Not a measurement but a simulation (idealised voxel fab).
process module | voxel ribs on slabs
cross-section cut | 295 nm wide | cells 5 nm
A cross-section is a grid of square cells, given in bands from the top down. A band is one or more rows of cells.
Each band's line starts with the height of the band's top and of its bottom, in nm. Then come its materials from left to right, each with its width in nm. One material with "throughout" fills the band from edge to edge. "air" is empty space.
Height 0 is the level under which the wafer as received is all one material. The lowest band goes on downwards, as in "0 down".
A width such as "30 to 40" changes by the same amount from each row of cells to the next, from the band's top row to its bottom row.
"no change" after a step means that no cell of the cross-section changed.
closed voids: empty space of 8 cells or more with no open way to the top, each as width x height at its distance from the left edge, in nm
after a step's settings: what the simulator itself notes on the step
overlay nm, on a step with a mask: how far to the right of its planned place the mask lay; to the left if negative
plan
1 op RECEIVE | material Si
2 op DIRECTIONAL_DEP | material SiO2 | thk nm 25
3 op DIRECTIONAL_DEP | material SiN | thk nm 20
4 op MASKED_ETCH | tone cover | mask id RIB | width nm 15 | etch materials SiN | depth nm 10 | overlay nm -15
5 op PATTERN | tone cover | mask id SLAB | material resist | width nm 55 | thk nm 15 | overlay nm 0
6 op DIRECTIONAL_ETCH | etch materials SiN | depth nm 10
7 op STRIP | etch materials resist
8 op FILL_DEP | material SiO2 | thk nm 25
9 op CMP | height nm 60
10 op DIRECTIONAL_DEP | material TiN | thk nm 10
11 op DIRECTIONAL_DEP | material aC | thk nm 15
12 op PATTERN | tone cover | mask id HEATER | material resist | width nm 25 | thk nm 30 | overlay nm 0
13 op DIRECTIONAL_ETCH | etch materials aC | depth nm 15
14 op STRIP | etch materials resist
15 op DIRECTIONAL_ETCH | etch materials TiN | depth nm 10
16 op STRIP | etch materials aC
17 op CONFORMAL_DEP | material SiN | thk nm 10
varied across the wafers: overlay nm of step 4. The plan shows the first wafer's value. All wafers start alike
first wafer as received, after step 1
  0 down: Si throughout
  closed voids: none
first wafer at the end, after step 17
  80 to 70: air 125 | SiN 45 | air 125
  70 to 60: SiN 135 | TiN 25 | SiN 135
  60 to 45: SiO2 throughout
  45 to 35: SiO2 125 | SiN 15 | SiO2 155
  35 to 25: SiO2 120 | SiN 55 | SiO2 120
  25 to 0: SiO2 throughout
  0 down: Si throughout
  closed voids: none
last wafer at the end
  80 to 70: air 125 | SiN 45 | air 125
  70 to 60: SiN 135 | TiN 25 | SiN 135
  60 to 45: SiO2 throughout
  45 to 35: SiO2 155 | SiN 15 | SiO2 125
  35 to 25: SiO2 120 | SiN 55 | SiO2 120
  25 to 0: SiO2 throughout
  0 down: Si throughout
  closed voids: none
each wafer at the end: cells of each material gained (+) or lost (-) since it was received, then its closed voids
overlay nm -15 | +154 SiN | +680 SiO2 | +10 TiN | closed voids: none
overlay nm -10 | +154 SiN | +680 SiO2 | +10 TiN | closed voids: none
overlay nm -5 | +154 SiN | +680 SiO2 | +10 TiN | closed voids: none
overlay nm 0 | +154 SiN | +680 SiO2 | +10 TiN | closed voids: none
overlay nm 5 | +154 SiN | +680 SiO2 | +10 TiN | closed voids: none
overlay nm 10 | +154 SiN | +680 SiO2 | +10 TiN | closed voids: none
overlay nm 15 | +154 SiN | +680 SiO2 | +10 TiN | closed voids: none
